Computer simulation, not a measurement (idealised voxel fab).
The following process module bears the name voxel self aligned vias.
For reference, the cross-section in this document is cut, with width 295 nm and square cells of 5 nm.
Cross-section layout: square cells on a grid; listed as bands, top to bottom; a band spans one or more cell rows.
Read a band's entry like this: the first values are the height of its top and the height of its bottom in nm, and what follows is the sequence of materials from left to right, each with its width in nm. Note that "air" is empty space, and that a single material marked "all across" reaches across the band from edge to edge.
Heads up on the height convention: 0 is the point under which the incoming wafer is all one material, and the lowest band has no bottom, it just keeps going down, like "0 -> down".
A two-number width, for instance "30 to 40", indicates that the width is equal to the first number in the top row of the band and to the second number in the bottom row, and that it changes by a constant amount per row of cells.
"left unchanged" for a step: no cell of the cross-section changed in that step.
Entry "Enclosed internal voids". Content: empty spaces with no open connection to the top, size 8 cells or greater. Each: width x height at distance. Distance: from left edge. Unit: nm.
Where a step's line continues beyond its settings, the continuation is a remark by the simulator itself on that step.
What "overlay nm" on a step's line means: if the step has a mask, that mask lay this far to the right of its planned place, or, when the value is negative, to the left.

Steps in the process plan
| 1 | RECEIVE,material Si |
| 2 | CONFORMAL_DEP,material SiO2,thk nm 15 |
| 3 | CONFORMAL_DEP,material SiCN,thk nm 5 |
| 4 | DIRECTIONAL_DEP,material SiO2,thk nm 30 |
| 5 | DIRECTIONAL_DEP,material aC,thk nm 15 |
| 6 | PATTERN,tone open,mask id LINES,material resist,width nm 20,pitch nm 70,thk nm 35,overlay nm 0 |
| 7 | DIRECTIONAL_ETCH,etch materials aC,depth nm 15 |
| 8 | STRIP,etch materials resist |
| 9 | DIRECTIONAL_ETCH,etch materials SiO2,depth nm 30 |
| 10 | STRIP,etch materials aC |
| 11 | CONFORMAL_DEP,material TiN,thk nm 5 |
| 12 | FILL_DEP,material W,thk nm 10 |
| 13 | CMP,height nm 50 |
| 14 | SELECTIVE_ETCH,etch materials W Ru TiN,depth nm 10 |
| 15 | FILL_DEP,material SiN,thk nm 5 |
| 16 | CMP,height nm 50 |
| 17 | DIRECTIONAL_DEP,material SiO2,thk nm 20 |
| 18 | MASKED_ETCH,tone open,mask id VIAS,width nm 40,pitch nm 140,etch materials SiO2,depth nm 20,overlay nm 0 |
| 19 | MASKED_ETCH,tone open,mask id VIAS,width nm 40,pitch nm 140,etch materials SiN,depth nm 10,overlay nm 0 |
| 20 | CONFORMAL_DEP,material TiN,thk nm 5 |
| 21 | FILL_DEP,material Ru,thk nm 10 |
| 22 | CMP,height nm 70 |
| 23 | CONFORMAL_DEP,material SiN,thk nm 5 |

This is the cross-section of the wafer as we received it, i.e. after step 1
* 0 -> down  Si all across
* Enclosed internal voids: none

first wafer at the end, as planned
* 75 -> 70  SiN all across
* 70 -> 55  SiO2 55 nm; TiN 5 nm; Ru 30 nm; TiN 5 nm; SiO2 100 nm; TiN 5 nm; Ru 30 nm; TiN 5 nm; SiO2 60 nm
* 55 -> 50  SiO2 55 nm; TiN 15 nm; Ru 10 nm; TiN 15 nm; SiO2 100 nm; TiN 15 nm; Ru 10 nm; TiN 15 nm; SiO2 60 nm
* 50 -> 45  SiO2 65 nm; TiN 5 nm; Ru 10 nm; TiN 5 nm; SiO2 50 nm; SiN 20 nm; SiO2 50 nm; TiN 5 nm; Ru 10 nm; TiN 5 nm; SiO2 70 nm
* 45 -> 40  SiO2 65 nm; TiN 20 nm; SiO2 50 nm; SiN 20 nm; SiO2 50 nm; TiN 20 nm; SiO2 70 nm
* 40 -> 25  SiO2 65 nm; TiN 5 nm; W 10 nm; TiN 5 nm; SiO2 50 nm; TiN 5 nm; W 10 nm; TiN 5 nm; SiO2 50 nm; TiN 5 nm; W 10 nm; TiN 5 nm; SiO2 70 nm
* 25 -> 20  SiO2 65 nm; TiN 20 nm; SiO2 50 nm; TiN 20 nm; SiO2 50 nm; TiN 20 nm; SiO2 70 nm
* 20 -> 15  SiCN all across
* 15 -> 0  SiO2 all across
* 0 -> down  Si all across
* Enclosed internal voids: none

Second wafer of the two, sectioned at the end of the module. It began like the first and followed the same plan, but one mistake was made while running it
* 75 -> 70  SiN all across
* 70 -> 55  SiO2 55 nm; TiN 5 nm; Ru 30 nm; TiN 5 nm; SiO2 100 nm; TiN 5 nm; Ru 30 nm; TiN 5 nm; SiO2 60 nm
* 55 -> 50  SiO2 55 nm; TiN 15 nm; Ru 10 nm; TiN 15 nm; SiO2 100 nm; TiN 15 nm; Ru 10 nm; TiN 15 nm; SiO2 60 nm
* 50 -> 45  SiO2 65 nm; TiN 5 nm; Ru 10 nm; TiN 5 nm; SiO2 50 nm; SiN 20 nm; SiO2 50 nm; TiN 5 nm; Ru 10 nm; TiN 5 nm; SiO2 70 nm
* 45 -> 40  SiO2 65 nm; TiN 20 nm; SiO2 50 nm; SiN 20 nm; SiO2 50 nm; TiN 20 nm; SiO2 70 nm
* 40 -> 25  SiO2 65 nm; TiN 5 nm; W 10 nm; TiN 5 nm; SiO2 50 nm; TiN 5 nm; W 10 nm; TiN 5 nm; SiO2 50 nm; TiN 5 nm; W 10 nm; TiN 5 nm; SiO2 70 nm
* 25 -> 20  SiO2 65 nm; TiN 20 nm; SiO2 50 nm; TiN 20 nm; SiO2 50 nm; TiN 20 nm; SiO2 70 nm
* 20 -> 15  SiCN all across
* 15 -> 0  Ru all across
* 0 -> down  Si all across
* Enclosed internal voids: none
Deviation noted in wafer processing: step 2, actual vs plan mismatch, actual run CONFORMAL_DEP,material Ru,thk nm 15
at the end the second wafer has, in cells: 177 more of Ru | 177 fewer of SiO2
